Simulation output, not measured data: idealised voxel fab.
Documented hereafter: the process module known as voxel self aligned contacts.
In the cross-section labelled cut, the width is 220 nm and each square cell is 5 nm.
Cross-section spec: square-cell grid; bands listed top down; each band is one or more rows.
For a band, the entry starts with two heights in nm, that of the top and then that of the bottom, and carries on with the band's materials in order from left to right, each alongside its width in nm; the word "throughout" beside a single material means it fills the band edge to edge, and "empty" means empty space.
Ref level 0: as-received wafer is one material below here. Bottom band extends down with no lower bound ("0 nm and below").
You'd read "30->40" like this: the band's top row of cells is as wide as the first number, its bottom row is as wide as the second, and going down, every row changes width by the same amount as the row before did.
Take "same as before" at face value: in the step it is given for, the cross-section changed in none of its cells.
Reported under the label "Unvented cavities" are the empty spaces having no open way to the top and comprising 8 cells or more; the notation for each is width x height at distance, in which the distance is measured from the left edge and all three values are in nm.
Anything after a step's settings on that line? It's the simulator's own note about the step.
The setting "overlay nm" may be written on the line of a step. When the step uses a mask, the value reports how far to the right of the planned place the mask lay, and a negative value reports that it lay to the left.

## Steps planned for the process
step 1: RECEIVE | material Si
step 2: CONFORMAL_DEP | material SiO2 | thk nm 5
step 3: DIRECTIONAL_DEP | material polySi | thk nm 30
step 4: DIRECTIONAL_DEP | material SiN | thk nm 15
step 5: PATTERN | tone cover | mask id GATE | material resist | width nm 25 | pitch nm 55 | thk nm 20 | overlay nm 0
step 6: DIRECTIONAL_ETCH | etch materials SiN | depth nm 15
step 7: DIRECTIONAL_ETCH | etch materials polySi | depth nm 30
step 8: STRIP | etch materials resist
step 9: CONFORMAL_DEP | material SiN | thk nm 5
step 10: DIRECTIONAL_ETCH | etch materials SiN | depth nm 5
step 11: FILL_DEP | material SiO2 | thk nm 10
step 12: CMP | height nm 55
step 13: PATTERN | tone open | mask id CONTACT | material resist | width nm 40 | pitch nm 55 | thk nm 20 | overlay nm 0
step 14: DIRECTIONAL_ETCH | etch materials SiO2 | depth nm 55
step 15: STRIP | etch materials resist
step 16: CONFORMAL_DEP | material TiN | thk nm 5
step 17: FILL_DEP | material W | thk nm 5
step 18: CMP | height nm 55
step 19: CONFORMAL_DEP | material SiCN | thk nm 5

## So this is the incoming wafer in cross-section - it's already been through step 1
  0 nm and below: Si throughout
  Unvented cavities: none

## first wafer at the end, as planned
  60 nm to 55 nm: SiCN throughout
  55 nm to 50 nm: SiO2: 60; TiN: 15; W: 10; TiN: 15; SiO2: 15; TiN: 15; W: 10; TiN: 15; SiO2: 65
  50 nm to 35 nm: SiO2: 35; SiN: 35; TiN: 5; W: 10; TiN: 5; SiN: 35; TiN: 5; W: 10; TiN: 5; SiN: 35; SiO2: 40
  35 nm to 5 nm: SiO2: 35; SiN: 5; polySi: 25; SiN: 5; TiN: 5; W: 10; TiN: 5; SiN: 5; polySi: 25; SiN: 5; TiN: 5; W: 10; TiN: 5; SiN: 5; polySi: 25; SiN: 5; SiO2: 40
  5 nm to 0 nm: SiO2: 70; TiN: 20; SiO2: 35; TiN: 20; SiO2: 75
  0 nm and below: Si throughout
  Unvented cavities: none

## Same start, same plan as the first wafer - but one mistake in the run. Cross-section of the second of the two at the end of the module
  60 nm to 55 nm: SiCN throughout
  55 nm to 50 nm: SiO2: 60; TiN: 15; W: 10; TiN: 15; SiO2: 15; TiN: 15; W: 10; TiN: 15; SiO2: 65
  50 nm to 25 nm: SiO2: 35; SiN: 5; polySi: 25; SiN: 5; TiN: 5; W: 10; TiN: 5; SiN: 5; polySi: 25; SiN: 5; TiN: 5; W: 10; TiN: 5; SiN: 5; polySi: 25; SiN: 5; SiO2: 40
  25 nm to 20 nm: SiO2: 35; SiN: 5; polySi: 25; SiN: 5; TiN: 20; SiN: 5; polySi: 25; SiN: 5; TiN: 20; SiN: 5; polySi: 25; SiN: 5; SiO2: 40
  20 nm to 5 nm: SiN throughout
  5 nm to 0 nm: SiO2 throughout
  0 nm and below: Si throughout
  Unvented cavities: none
What was done differently from what was planned? steps 3 and 4 got flipped, so each one ran where the other should have
at the end the second wafer has, in cells: +69 SiN | -37 SiO2 | -16 TiN | -16 W
